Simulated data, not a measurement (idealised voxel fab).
process module | voxel double patterning
cross-section cut | 265 nm wide | cells 5 nm
A cross-section is a grid of square cells, given in bands from the top down. A band is one or more rows of cells.
Each band's line starts with the height of the band's top and of its bottom, in nm. Then come its materials from left to right, each with its width in nm. One material with "throughout" fills the band from edge to edge. "air" is empty space.
Height 0 is the level under which the wafer as received is all one material. The lowest band goes on downwards, as in "0 down".
A width such as "30 to 40" changes by the same amount from each row of cells to the next, from the band's top row to its bottom row.
"no change" after a step means that no cell of the cross-section changed.
closed voids: empty space of 8 cells or more with no open way to the top, each as width x height at its distance from the left edge, in nm
after a step's settings: what the simulator itself notes on the step
overlay nm, on a step with a mask: how far to the right of its planned place the mask lay; to the left if negative
plan
1 op RECEIVE | material Si
2 op CONFORMAL_DEP | material SiO2 | thk nm 10
3 op DIRECTIONAL_DEP | material W | thk nm 20
4 op DIRECTIONAL_DEP | material SiCN | thk nm 10
5 op DIRECTIONAL_DEP | material aC | thk nm 10
6 op PATTERN | tone open | mask id FIRST | material resist | width nm 15 | pitch nm 50 | thk nm 30 | overlay nm 0
7 op DIRECTIONAL_ETCH | etch materials aC | depth nm 10
8 op STRIP | etch materials resist
9 op DIRECTIONAL_ETCH | etch materials SiCN | depth nm 10
10 op STRIP | etch materials aC
11 op MASKED_ETCH | tone open | mask id SECOND | width nm 15 | etch materials SiCN | depth nm 10 | overlay nm 0
12 op DIRECTIONAL_ETCH | etch materials W | depth nm 20
13 op STRIP | etch materials SiCN
first wafer, as planned
as received, after step 1
  0 down: Si throughout
  closed voids: none
after step 2
  10 to 0: SiO2 throughout
  below 0: unchanged
after step 3
  30 to 10: W throughout
  below 10: unchanged
after step 4
  40 to 30: SiCN throughout
  below 30: unchanged
after step 5
  50 to 40: aC throughout
  below 40: unchanged
after step 6
  80 to 50: resist 100 | air 15 | resist 35 | air 15 | resist 100
  below 50: unchanged
after step 7
  70 to 50: resist 100 | air 15 | resist 35 | air 15 | resist 100
  50 to 40: aC 100 | air 15 | aC 35 | air 15 | aC 100
  below 40: unchanged
after step 8
  50 to 40: aC 100 | air 15 | aC 35 | air 15 | aC 100
  below 40: unchanged
after step 9
  50 to 40: aC 100 | air 15 | aC 35 | air 15 | aC 100
  40 to 30: SiCN 100 | air 15 | SiCN 35 | air 15 | SiCN 100
  below 30: unchanged
after step 10
  40 to 30: SiCN 100 | air 15 | SiCN 35 | air 15 | SiCN 100
  below 30: unchanged
after step 11
  40 to 30: SiCN 100 | air 15 | SiCN 10 | air 15 | SiCN 10 | air 15 | SiCN 100
  below 30: unchanged
after step 12
  40 to 30: SiCN 100 | air 15 | SiCN 10 | air 15 | SiCN 10 | air 15 | SiCN 100
  30 to 10: W 100 | air 15 | W 10 | air 15 | W 10 | air 15 | W 100
  below 10: unchanged
after step 13
  30 to 10: W 100 | air 15 | W 10 | air 15 | W 10 | air 15 | W 100
  below 10: unchanged
second wafer: like start, like plan, one mistake. Through step 1 it matches the first wafer
when step 2 should have ended
  20 to 0: W throughout
  below 0: unchanged
when step 3 should have ended
  30 to 20: SiO2 throughout
  below 20: unchanged
when step 4 should have ended
  40 to 30: SiCN throughout
  below 30: unchanged
when step 5 should have ended
  50 to 40: aC throughout
  below 40: unchanged
when step 6 should have ended
  80 to 50: resist 100 | air 15 | resist 35 | air 15 | resist 100
  below 50: unchanged
when step 7 should have ended
  70 to 50: resist 100 | air 15 | resist 35 | air 15 | resist 100
  50 to 40: aC 100 | air 15 | aC 35 | air 15 | aC 100
  below 40: unchanged
when step 8 should have ended
  50 to 40: aC 100 | air 15 | aC 35 | air 15 | aC 100
  below 40: unchanged
when step 9 should have ended
  50 to 40: aC 100 | air 15 | aC 35 | air 15 | aC 100
  40 to 30: SiCN 100 | air 15 | SiCN 35 | air 15 | SiCN 100
  below 30: unchanged
when step 10 should have ended
  40 to 30: SiCN 100 | air 15 | SiCN 35 | air 15 | SiCN 100
  below 30: unchanged
when step 11 should have ended
  40 to 30: SiCN 100 | air 15 | SiCN 10 | air 15 | SiCN 10 | air 15 | SiCN 100
  below 30: unchanged
when step 12 should have ended: no change
when step 13 should have ended
  30 to 20: SiO2 throughout
  below 20: unchanged
what went wrong: steps 2 and 3 were swapped
at the end the second wafer has, in cells: 36 more of W
